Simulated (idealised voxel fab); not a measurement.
Herein follows the process module entitled voxel trench capacitor.
Cross-section cut: width 285 nm, square cells of 5 nm.
A cross-section is a grid of square cells, given in bands from the top down. A band is one or more rows of cells. In this notation a band is specified by the heights of its top and bottom, in that order and in nm, after which its materials appear from left to right, each paired with its width in nm. The word "all across" attached to a single material means that material fills the band from edge to edge; the word "air" stands for empty space. Height datum 0, below which the as-received substrate wafer is one material. Lowest band open at the bottom, running downward: "0..down". Width spec "30 to 40" -> top row of cells at first value, bottom row at second value, equal per-row change in between. No cell of the cross-section changed in a step that is given as "nothing was modified". "Fully sealed cavities" contains a list of empty spaces, each no smaller than 8 cells and without an open way to the top, written in the form width x height at distance with the distance from the left edge and all three in nm. Past the settings on a step's line: simulator remark, on that step. overlay nm: step with mask; distance mask lay right of planned place; negative value = left of planned place.

This section lists the process steps that were planned:
- 1: RECEIVE [material Si]
- 2: CONFORMAL_DEP [material SiN] [thk nm 5]
- 3: DIRECTIONAL_DEP [material aC] [thk nm 10]
- 4: PATTERN [tone open] [mask id TRENCH] [material resist] [width nm 25] [pitch nm 40] [thk nm 30] [overlay nm 0]
- 5: DIRECTIONAL_ETCH [etch materials aC] [depth nm 10]
- 6: STRIP [etch materials resist]
- 7: DIRECTIONAL_ETCH [etch materials SiN] [depth nm 5]
- 8: DIRECTIONAL_ETCH [etch materials Si] [depth nm 40]
- 9: STRIP [etch materials aC]
- 10: CONFORMAL_DEP [material Al2O3] [thk nm 5]
- 11: CONFORMAL_DEP [material TiN] [thk nm 5]
- 12: FILL_DEP [material W] [thk nm 10]
- 13: CMP [height nm 5]
The plan shows the thk nm of step 10 as the first wafer had it; this setting differs between the wafers, which start out alike.

Cross-section: the first of several wafers in its as-received state, i.e. following step 1:
    0..down | Si all across
    Fully sealed cavities: none

Last step of the module is step 13; after it, the first of several wafers in cross-section:
    5..0 | SiN 110 nm; Al2O3 5 nm; TiN 5 nm; W 5 nm; TiN 5 nm; Al2O3 5 nm; SiN 15 nm; Al2O3 5 nm; TiN 5 nm; W 5 nm; TiN 5 nm; Al2O3 5 nm; SiN 110 nm
    0..-30 | Si 110 nm; Al2O3 5 nm; TiN 5 nm; W 5 nm; TiN 5 nm; Al2O3 5 nm; Si 15 nm; Al2O3 5 nm; TiN 5 nm; W 5 nm; TiN 5 nm; Al2O3 5 nm; Si 110 nm
    -30..-35 | Si 110 nm; Al2O3 5 nm; TiN 15 nm; Al2O3 5 nm; Si 15 nm; Al2O3 5 nm; TiN 15 nm; Al2O3 5 nm; Si 110 nm
    -35..-40 | Si 110 nm; Al2O3 25 nm; Si 15 nm; Al2O3 25 nm; Si 110 nm
    -40..down | Si all across
    Fully sealed cavities: none

Last wafer of the set, cross-sectioned at end of module:
    5..0 | SiN 110 nm; Al2O3 25 nm; SiN 15 nm; Al2O3 25 nm; SiN 110 nm
    0..-40 | Si 110 nm; Al2O3 25 nm; Si 15 nm; Al2O3 25 nm; Si 110 nm
    -40..down | Si all across
    Fully sealed cavities: none

Each row below is a wafer at the end of the module, listing for every material the number of cells it has gained (+) or lost (-) since it was received, followed by its closed voids:
thk nm 5 | +42 Al2O3 | -80 Si | +47 SiN | +34 TiN | +14 W | Fully sealed cavities: none
thk nm 10 | +76 Al2O3 | -80 Si | +47 SiN | +14 TiN | Fully sealed cavities: none
thk nm 15 | +90 Al2O3 | -80 Si | +47 SiN | Fully sealed cavities: none
thk nm 20 | +90 Al2O3 | -80 Si | +47 SiN | Fully sealed cavities: none
